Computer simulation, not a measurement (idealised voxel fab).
Presented below is a process module, voxel capacitor over wiring.
cross-section cut | 245 nm wide | cells 5 nm
The cross-sections in this document take the form of a grid made of square cells. They are written out as bands, in order from top to bottom. Each band consists of one or more rows of cells.
Heights first: top, then bottom, in nm. Then materials, left to right, each with a width in nm. "full width" on a single material: fills the band edge to edge. "blank": empty space.
For the purposes of this specification, 0 denotes the height below which the wafer in its as-received condition is composed wholly of one material, and the lowermost band, lacking a lower limit, extends downward without end, as expressed in "0 down".
Note: "30 to 40" means the width goes from the first number (top row of the band) to the second number (bottom row) in equal steps per row of cells.
Step marked "changes: none"? Then no cell in the cross-section changed in it.
So "Completely enclosed voids" is basically the list of trapped voids: any empty space of 8 cells or more that can't reach the top through an opening. They're written width x height at distance, the distance being from the left edge, and it's all nm.
Heads up: the bit after the settings on a step's line is the simulator's remark on that step.
The line of a step may include "overlay nm". On a step with a mask, this value is how far to the right of its planned place the mask lay. A negative value means the mask lay to the left.

-- Set out below are the planned steps of the process
1. RECEIVE,material Si
2. CONFORMAL_DEP,material SiO2,thk nm 15
3. DIRECTIONAL_DEP,material TiN,thk nm 5
4. DIRECTIONAL_DEP,material W,thk nm 15
5. MASKED_ETCH,tone cover,mask id METAL_1,width nm 20,pitch nm 85,etch materials W,depth nm 15,overlay nm 0
6. MASKED_ETCH,tone cover,mask id METAL_1,width nm 20,pitch nm 85,etch materials TiN,depth nm 5,overlay nm 0
7. CONFORMAL_DEP,material SiN,thk nm 5
8. FILL_DEP,material lowk,thk nm 10
9. CMP,height nm 35
10. CONFORMAL_DEP,material SiCN,thk nm 5
11. DIRECTIONAL_DEP,material lowk,thk nm 20
12. MASKED_ETCH,tone open,mask id PLUG_1,width nm 15,etch materials lowk,depth nm 20,overlay nm 0
13. MASKED_ETCH,tone open,mask id PLUG_1,width nm 15,etch materials SiCN,depth nm 5,overlay nm 0
14. EPI,material Ru,thk nm 10
15. EPI,material Ru,thk nm 10
16. EPI,material Ru,thk nm 5
17. DIRECTIONAL_DEP,material TiN,thk nm 5
18. DIRECTIONAL_DEP,material Al2O3,thk nm 5
19. DIRECTIONAL_DEP,material TiN,thk nm 5
20. PATTERN,tone cover,mask id UPPER_PLATE,material resist,width nm 70,thk nm 15,overlay nm 0
21. DIRECTIONAL_ETCH,etch materials TiN,depth nm 5
22. DIRECTIONAL_ETCH,etch materials Al2O3,depth nm 5
23. STRIP,etch materials resist
24. PATTERN,tone cover,mask id LOWER_PLATE,material resist,width nm 80,thk nm 20,overlay nm 0
25. DIRECTIONAL_ETCH,etch materials TiN,depth nm 5
26. STRIP,etch materials resist
27. FILL_DEP,material SiO2,thk nm 20
28. CMP,height nm 90
29. MASKED_ETCH,tone open,mask id PLUG_2,width nm 15,etch materials SiO2,depth nm 15,overlay nm 0
30. CONFORMAL_DEP,material TiN,thk nm 5
31. FILL_DEP,material Ru,thk nm 10
32. CMP,height nm 90
33. CONFORMAL_DEP,material SiN,thk nm 5

-- This is the cross-section of the wafer as we received it, i.e. after step 1
	0 down: Si full width
	Completely enclosed voids: none

-- First of two wafers at the end of the module, shown in cross-section; run carried out as planned
	95 to 90: SiN full width
	90 to 80: SiO2: 85 | TiN: 5 | Ru: 5 | TiN: 5 | SiO2: 145
	80 to 70: SiO2: 85 to 75 | TiN: 15 to 70 | SiO2: 145 to 100
	70 to 65: SiO2: 75 | Al2O3: 70 | SiO2: 100
	65 to 60: SiO2: 70 | TiN: 80 | SiO2: 95
	60 to 40: lowk: 75 | Ru: 15 | lowk: 155
	40 to 35: SiCN: 75 | Ru: 15 | SiCN: 155
	35 to 20: lowk: 65 | SiN: 5 | W: 20 | SiN: 5 | lowk: 55 | SiN: 5 | W: 20 | SiN: 5 | lowk: 65
	20 to 15: SiN: 70 | TiN: 20 | SiN: 65 | TiN: 20 | SiN: 70
	15 to 0: SiO2 full width
	0 down: Si full width
	Completely enclosed voids: none

-- Wafer two, end of module, cross-section. Same start, same plan as wafer one. One mistake in the run
	95 to 90: SiN full width
	90 to 80: SiO2: 85 | W: 5 | Ru: 5 | W: 5 | SiO2: 145
	80 to 75: SiO2: 85 | W: 15 | SiO2: 145
	75 to 70: SiO2: 75 | TiN: 70 | SiO2: 100
	70 to 65: SiO2: 75 | Al2O3: 70 | SiO2: 100
	65 to 60: SiO2: 70 | TiN: 80 | SiO2: 95
	60 to 40: lowk: 75 | Ru: 15 | lowk: 155
	40 to 35: SiCN: 75 | Ru: 15 | SiCN: 155
	35 to 20: lowk: 65 | SiN: 5 | W: 20 | SiN: 5 | lowk: 55 | SiN: 5 | W: 20 | SiN: 5 | lowk: 65
	20 to 15: SiN: 70 | TiN: 20 | SiN: 65 | TiN: 20 | SiN: 70
	15 to 0: SiO2 full width
	0 down: Si full width
	Completely enclosed voids: none
What went wrong in running the wafer? step 30 did not happen as planned, as run it was CONFORMAL_DEP,material W,thk nm 5
FYI, end of process, the second wafer has more or fewer cells of some materials than the first: 7 fewer of TiN | 7 more of W
